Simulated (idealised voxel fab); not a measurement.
The process module presented herein is designated voxel ribs on slabs.
The cross-section on display is named cut; it measures 190 nm wide, and its cells are 5 nm squares.
Bands, listed from the top down, are how a cross-section gets written in this document; the cross-section itself is a grid of square cells, and a band is one or more rows of them. Band entry format. Leading values: height of top, height of bottom, nm. Remainder: materials in left-to-right order, each with its width in nm. Special words: "all across" on a single material, which then fills the band edge to edge; "empty", empty space. Height 0 is the level under which the wafer as received is all one material. The lowest band goes on downwards, as in "0 -> down". Per-row width for "30 to 40": begins at first number (top row of band), ends at second number (bottom row), increment between rows held constant. "left unchanged" -> step changed no cross-section cell. For the entry "Closed void entries", the listed items are empty spaces with no open way to the top whose size is 8 cells or more; each item follows the pattern width x height at distance, where distance is from the left edge and all three are in nm. On each step's line, the part that comes after the settings is the simulator's own comment on the step. Steps that use a mask can have "overlay nm" on their line. It says how far the mask sat to the right of where it was meant to be. Negative means to the left.

### Process steps - plan
| 1 | RECEIVE with material Si |
| 2 | DIRECTIONAL_DEP with material SiO2, thk nm 20 |
| 3 | DIRECTIONAL_DEP with material SiN, thk nm 20 |
| 4 | DIRECTIONAL_DEP with material aC, thk nm 10 |
| 5 | PATTERN with tone cover, mask id RIB, material resist, width nm 15, thk nm 25, overlay nm 0 |
| 6 | DIRECTIONAL_ETCH with etch materials aC, depth nm 10 |
| 7 | STRIP with etch materials resist |
| 8 | DIRECTIONAL_ETCH with etch materials SiN, depth nm 15 |
| 9 | STRIP with etch materials aC |
| 10 | PATTERN with tone cover, mask id SLAB, material resist, width nm 55, thk nm 20, overlay nm 0 |
| 11 | DIRECTIONAL_ETCH with etch materials SiN, depth nm 5 |
| 12 | STRIP with etch materials resist |
| 13 | FILL_DEP with material SiO2, thk nm 20 |
| 14 | CMP with height nm 50 |
| 15 | DIRECTIONAL_DEP with material W, thk nm 10 |
| 16 | PATTERN with tone cover, mask id HEATER, material resist, width nm 25, thk nm 15, overlay nm 0 |
| 17 | DIRECTIONAL_ETCH with etch materials W, depth nm 10 |
| 18 | STRIP with etch materials resist |
| 19 | CONFORMAL_DEP with material SiN, thk nm 5 |
Quick note for whoever runs this: the wafers start identical, but the width nm at step 10 isn't the same across them. The plan just shows what the first wafer had.

### First of several wafers, received after step 1, in cross-section
* 0 -> down | Si all across
* Closed void entries: none

### First of several wafers: cross-section at the end of the module, after step 19, its last step
* 65 -> 60 | 75 of empty, then 35 of SiN, then 80 of empty
* 60 -> 55 | 75 of empty, then 5 of SiN, then 25 of W, then 5 of SiN, then 80 of empty
* 55 -> 50 | 80 of SiN, then 25 of W, then 85 of SiN
* 50 -> 40 | SiO2 all across
* 40 -> 25 | 85 of SiO2, then 15 of SiN, then 90 of SiO2
* 25 -> 20 | 65 of SiO2, then 55 of SiN, then 70 of SiO2
* 20 -> 0 | SiO2 all across
* 0 -> down | Si all across
* Closed void entries: none

### Cross-sectional depiction of the last of several wafers upon completion of the module
* 65 -> 60 | 75 of empty, then 35 of SiN, then 80 of empty
* 60 -> 55 | 75 of empty, then 5 of SiN, then 25 of W, then 5 of SiN, then 80 of empty
* 55 -> 50 | 80 of SiN, then 25 of W, then 85 of SiN
* 50 -> 40 | SiO2 all across
* 40 -> 25 | 85 of SiO2, then 15 of SiN, then 90 of SiO2
* 25 -> 20 | 55 of SiO2, then 80 of SiN, then 55 of SiO2
* 20 -> 0 | SiO2 all across
* 0 -> down | Si all across
* Closed void entries: none

### Quick key for the table: a row per wafer, taken at the end of the module. For each material it tells you how many cells the wafer gained (+) or lost (-) since it came in, and the closed voids come after
width nm 55 | +62 SiN | +360 SiO2 | +10 W | Closed void entries: none
width nm 60 | +63 SiN | +359 SiO2 | +10 W | Closed void entries: none
width nm 65 | +64 SiN | +358 SiO2 | +10 W | Closed void entries: none
width nm 70 | +65 SiN | +357 SiO2 | +10 W | Closed void entries: none
width nm 75 | +66 SiN | +356 SiO2 | +10 W | Closed void entries: none
width nm 80 | +67 SiN | +355 SiO2 | +10 W | Closed void entries: none
